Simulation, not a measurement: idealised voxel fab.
process module | voxel tone inversion
cross-section cut | 210 nm wide | cells 5 nm
A cross-section is a grid of square cells, given in bands from the top down. A band is one or more rows of cells.
Each band's line starts with the height of the band's top and of its bottom, in nm. Then come its materials from left to right, each with its width in nm. One material with "throughout" fills the band from edge to edge. "air" is empty space.
Height 0 is the level under which the wafer as received is all one material. The lowest band goes on downwards, as in "0 down".
A width such as "30 to 40" changes by the same amount from each row of cells to the next, from the band's top row to its bottom row.
"no change" after a step means that no cell of the cross-section changed.
closed voids: empty space of 8 cells or more with no open way to the top, each as width x height at its distance from the left edge, in nm
after a step's settings: what the simulator itself notes on the step
overlay nm, on a step with a mask: how far to the right of its planned place the mask lay; to the left if negative
plan
1 op RECEIVE | material Si
2 op CONFORMAL_DEP | material SiN | thk nm 5
3 op DIRECTIONAL_DEP | material polySi | thk nm 20
4 op PATTERN | tone cover | mask id POSTS | material resist | width nm 15 | pitch nm 45 | thk nm 30 | overlay nm 0
5 op DIRECTIONAL_ETCH | etch materials polySi | depth nm 20
6 op STRIP | etch materials resist
7 op FILL_DEP | material SiO2 | thk nm 5
8 op CMP | height nm 25
9 op STRIP | etch materials polySi
10 op CONFORMAL_DEP | material TiN | thk nm 5
11 op FILL_DEP | material Cu | thk nm 10
12 op CMP | height nm 25
13 op CONFORMAL_DEP | material SiN | thk nm 5
varied across the wafers: width nm of step 4. The plan shows the first wafer's value. All wafers start alike
first wafer as received, after step 1
  0 down: Si throughout
  closed voids: none
each wafer at the end: cells of each material gained (+) or lost (-) since it was received, then its closed voids
width nm 15 | +9 Cu | +84 SiN | +132 SiO2 | +27 TiN | closed voids: none
width nm 20 | +18 Cu | +84 SiN | +120 SiO2 | +30 TiN | closed voids: none
width nm 25 | +27 Cu | +84 SiN | +108 SiO2 | +33 TiN | closed voids: none
width nm 30 | +36 Cu | +84 SiN | +96 SiO2 | +36 TiN | closed voids: none
